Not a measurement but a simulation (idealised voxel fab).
process module | voxel air gaps
cross-section cut | 235 nm wide | cells 5 nm
A cross-section is a grid of square cells, given in bands from the top down. A band is one or more rows of cells.
Each band's line starts with the height of the band's top and of its bottom, in nm. Then come its materials from left to right, each with its width in nm. One material with "throughout" fills the band from edge to edge. "air" is empty space.
Height 0 is the level under which the wafer as received is all one material. The lowest band goes on downwards, as in "0 down".
A width such as "30 to 40" changes by the same amount from each row of cells to the next, from the band's top row to its bottom row.
"no change" after a step means that no cell of the cross-section changed.
closed voids: empty space of 8 cells or more with no open way to the top, each as width x height at its distance from the left edge, in nm
after a step's settings: what the simulator itself notes on the step
overlay nm, on a step with a mask: how far to the right of its planned place the mask lay; to the left if negative
plan
1 op RECEIVE | material Si
2 op CONFORMAL_DEP | material SiO2 | thk nm 15
3 op CONFORMAL_DEP | material SiCN | thk nm 5
4 op DIRECTIONAL_DEP | material lowk | thk nm 30
5 op PATTERN | tone open | mask id LINES | material resist | width nm 20 | pitch nm 50 | thk nm 15 | overlay nm 0
6 op DIRECTIONAL_ETCH | etch materials lowk | depth nm 30
7 op STRIP | etch materials resist
8 op CONFORMAL_DEP | material TiN | thk nm 5
9 op FILL_DEP | material W | thk nm 5
10 op CMP | height nm 50
11 op EPI | material Ru | thk nm 10
12 op SELECTIVE_ETCH | etch materials lowk | depth nm 40
13 op CONFORMAL_DEP | material SiCN | thk nm 5
first wafer, as planned
as received, after step 1
  0 down: Si throughout
  closed voids: none
after step 2
  15 to 0: SiO2 throughout
  below 0: unchanged
after step 3
  20 to 15: SiCN throughout
  below 15: unchanged
after step 4
  50 to 20: lowk throughout
  below 20: unchanged
after step 5
  65 to 50: resist 55 | air 20 | resist 30 | air 20 | resist 30 | air 20 | resist 60
  below 50: unchanged
after step 6
  65 to 50: resist 55 | air 20 | resist 30 | air 20 | resist 30 | air 20 | resist 60
  50 to 20: lowk 55 | air 20 | lowk 30 | air 20 | lowk 30 | air 20 | lowk 60
  below 20: unchanged
after step 7
  50 to 20: lowk 55 | air 20 | lowk 30 | air 20 | lowk 30 | air 20 | lowk 60
  below 20: unchanged
after step 8
  55 to 50: TiN 60 | air 10 | TiN 40 | air 10 | TiN 40 | air 10 | TiN 65
  50 to 25: lowk 55 | TiN 5 | air 10 | TiN 5 | lowk 30 | TiN 5 | air 10 | TiN 5 | lowk 30 | TiN 5 | air 10 | TiN 5 | lowk 60
  25 to 20: lowk 55 | TiN 20 | lowk 30 | TiN 20 | lowk 30 | TiN 20 | lowk 60
  below 20: unchanged
after step 9
  60 to 55: W throughout
  55 to 50: TiN 60 | W 10 | TiN 40 | W 10 | TiN 40 | W 10 | TiN 65
  50 to 25: lowk 55 | TiN 5 | W 10 | TiN 5 | lowk 30 | TiN 5 | W 10 | TiN 5 | lowk 30 | TiN 5 | W 10 | TiN 5 | lowk 60
  below 25: unchanged
after step 10
  50 to 25: lowk 55 | TiN 5 | W 10 | TiN 5 | lowk 30 | TiN 5 | W 10 | TiN 5 | lowk 30 | TiN 5 | W 10 | TiN 5 | lowk 60
  below 25: unchanged
after step 11
  60 to 50: air 45 | Ru 40 | air 10 | Ru 40 | air 10 | Ru 40 | air 50
  below 50: unchanged
after step 12
  60 to 50: air 45 | Ru 40 | air 10 | Ru 40 | air 10 | Ru 40 | air 50
  50 to 25: air 55 | TiN 5 | W 10 | TiN 5 | air 30 | TiN 5 | W 10 | TiN 5 | air 30 | TiN 5 | W 10 | TiN 5 | air 60
  25 to 20: air 55 | TiN 20 | air 30 | TiN 20 | air 30 | TiN 20 | air 60
  below 20: unchanged
after step 13
  65 to 60: air 40 | SiCN 150 | air 45
  60 to 50: air 40 | SiCN 5 | Ru 40 | SiCN 10 | Ru 40 | SiCN 10 | Ru 40 | SiCN 5 | air 45
  50 to 45: air 40 | SiCN 15 | TiN 5 | W 10 | TiN 5 | SiCN 30 | TiN 5 | W 10 | TiN 5 | SiCN 30 | TiN 5 | W 10 | TiN 5 | SiCN 15 | air 45
  45 to 25: air 50 | SiCN 5 | TiN 5 | W 10 | TiN 5 | SiCN 5 | air 20 | SiCN 5 | TiN 5 | W 10 | TiN 5 | SiCN 5 | air 20 | SiCN 5 | TiN 5 | W 10 | TiN 5 | SiCN 5 | air 55
  25 to 20: SiCN 55 | TiN 20 | SiCN 30 | TiN 20 | SiCN 30 | TiN 20 | SiCN 60
  below 20: unchanged
  closed voids: 20 x 20 at 80; 20 x 20 at 130
second wafer: like start, like plan, one mistake. Through step 9 it matches the first wafer
when step 10 should have ended
  45 to 25: lowk 55 | TiN 5 | W 10 | TiN 5 | lowk 30 | TiN 5 | W 10 | TiN 5 | lowk 30 | TiN 5 | W 10 | TiN 5 | lowk 60
  below 25: unchanged
when step 11 should have ended
  55 to 45: air 45 | Ru 40 | air 10 | Ru 40 | air 10 | Ru 40 | air 50
  below 45: unchanged
when step 12 should have ended
  55 to 45: air 45 | Ru 40 | air 10 | Ru 40 | air 10 | Ru 40 | air 50
  45 to 25: air 55 | TiN 5 | W 10 | TiN 5 | air 30 | TiN 5 | W 10 | TiN 5 | air 30 | TiN 5 | W 10 | TiN 5 | air 60
  25 to 20: air 55 | TiN 20 | air 30 | TiN 20 | air 30 | TiN 20 | air 60
  below 20: unchanged
when step 13 should have ended
  60 to 55: air 40 | SiCN 150 | air 45
  55 to 45: air 40 | SiCN 5 | Ru 40 | SiCN 10 | Ru 40 | SiCN 10 | Ru 40 | SiCN 5 | air 45
  45 to 40: air 40 | SiCN 15 | TiN 5 | W 10 | TiN 5 | SiCN 30 | TiN 5 | W 10 | TiN 5 | SiCN 30 | TiN 5 | W 10 | TiN 5 | SiCN 15 | air 45
  40 to 25: air 50 | SiCN 5 | TiN 5 | W 10 | TiN 5 | SiCN 5 | air 20 | SiCN 5 | TiN 5 | W 10 | TiN 5 | SiCN 5 | air 20 | SiCN 5 | TiN 5 | W 10 | TiN 5 | SiCN 5 | air 55
  25 to 20: SiCN 55 | TiN 20 | SiCN 30 | TiN 20 | SiCN 30 | TiN 20 | SiCN 60
  below 20: unchanged
  closed voids: 20 x 15 at 80; 20 x 15 at 130
what went wrong: step 10 ran as: op CMP | height nm 45
at the end the second wafer has, in cells: 6 fewer of SiCN | 6 fewer of TiN | 6 fewer of W
